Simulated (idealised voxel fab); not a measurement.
The name of this process module is voxel ribs on slabs.
Square cell edge 5 nm, section width 275 nm, ID cut.
Each cross-section below is a grid of square cells, stated as bands in top-down order, with one or more rows of cells making up each band. For a band, the entry starts with two heights in nm, that of the top and then that of the bottom, and carries on with the band's materials in order from left to right, each alongside its width in nm; the word "all across" beside a single material means it fills the band edge to edge, and "blank" means empty space. Note: height 0 marks the level under which the wafer is uniformly one material as received. Lowest band unbounded below, written "z 0 and below". The two numbers in a width such as "30..40" mark its ends across the band: the first belongs to the top row of cells, the second to the bottom row, and from each row to the next the width moves by the same amount. No cell of the cross-section changed in a step that is given as "no modifications". "Closed void listing" lists enclosed empty spaces (at least 8 cells, no open path upward to the top), each as width x height at distance from the left edge, in nm. The remark found on a step's line after its settings is issued by the simulator itself and pertains to that step. "overlay nm" denotes, for a step that has a mask, the displacement of the mask to the right of its planned place, with negative values corresponding to the left.

-- So here's the lineup of process steps we planned
| 1 | RECEIVE, material Si |
| 2 | DIRECTIONAL_DEP, material SiO2, thk nm 30 |
| 3 | DIRECTIONAL_DEP, material SiN, thk nm 25 |
| 4 | PATTERN, tone cover, mask id RIB, material resist, width nm 30, thk nm 20, overlay nm 0 |
| 5 | DIRECTIONAL_ETCH, etch materials SiN, depth nm 10 |
| 6 | STRIP, etch materials resist |
| 7 | DIRECTIONAL_DEP, material aC, thk nm 10 |
| 8 | PATTERN, tone cover, mask id SLAB, material resist, width nm 50, thk nm 30, overlay nm 0 |
| 9 | DIRECTIONAL_ETCH, etch materials aC, depth nm 10 |
| 10 | STRIP, etch materials resist |
| 11 | DIRECTIONAL_ETCH, etch materials SiN, depth nm 15 |
| 12 | STRIP, etch materials aC |
| 13 | FILL_DEP, material SiO2, thk nm 20 |
| 14 | CMP, height nm 70 |
| 15 | DIRECTIONAL_DEP, material TiN, thk nm 10 |
| 16 | DIRECTIONAL_DEP, material aC, thk nm 15 |
| 17 | PATTERN, tone cover, mask id HEATER, material resist, width nm 40, thk nm 35, overlay nm 0 |
| 18 | DIRECTIONAL_ETCH, etch materials aC, depth nm 15 |
| 19 | STRIP, etch materials resist |
| 20 | DIRECTIONAL_ETCH, etch materials TiN, depth nm 10 |
| 21 | STRIP, etch materials aC |
| 22 | CONFORMAL_DEP, material SiO2, thk nm 5 |
The plan shows the width nm of step 8 as the first wafer had it; this setting differs between the wafers, which start out alike.

-- Cross-section of the first of several wafers as received (after step 1)
- z 0 and below | Si all across
- Closed void listing: none

-- End of the module, past its last step, step 22: how the first of several wafers looks in cross-section
- z 85 to 80 | 110 nm blank, then 50 nm SiO2, then 115 nm blank
- z 80 to 75 | 110 nm blank, then 5 nm SiO2, then 40 nm TiN, then 5 nm SiO2, then 115 nm blank
- z 75 to 70 | 115 nm SiO2, then 40 nm TiN, then 120 nm SiO2
- z 70 to 55 | SiO2 all across
- z 55 to 45 | 120 nm SiO2, then 30 nm SiN, then 125 nm SiO2
- z 45 to 30 | 110 nm SiO2, then 50 nm SiN, then 115 nm SiO2
- z 30 to 0 | SiO2 all across
- z 0 and below | Si all across
- Closed void listing: none

-- A cross-section through the last wafer at the close of the module
- z 85 to 80 | 110 nm blank, then 50 nm SiO2, then 115 nm blank
- z 80 to 75 | 110 nm blank, then 5 nm SiO2, then 40 nm TiN, then 5 nm SiO2, then 115 nm blank
- z 75 to 70 | 115 nm SiO2, then 40 nm TiN, then 120 nm SiO2
- z 70 to 55 | SiO2 all across
- z 55 to 45 | 120 nm SiO2, then 30 nm SiN, then 125 nm SiO2
- z 45 to 30 | 100 nm SiO2, then 75 nm SiN, then 100 nm SiO2
- z 30 to 0 | SiO2 all across
- z 0 and below | Si all across
- Closed void listing: none

-- Per wafer (row), end of module: delta in cells per material since receipt, (+) for gained, (-) for lost; closed voids after that
width nm 50; +42 SiN; +787 SiO2; +16 TiN; Closed void listing: none
width nm 55; +45 SiN; +784 SiO2; +16 TiN; Closed void listing: none
width nm 60; +48 SiN; +781 SiO2; +16 TiN; Closed void listing: none
width nm 65; +51 SiN; +778 SiO2; +16 TiN; Closed void listing: none
width nm 70; +54 SiN; +775 SiO2; +16 TiN; Closed void listing: none
width nm 75; +57 SiN; +772 SiO2; +16 TiN; Closed void listing: none
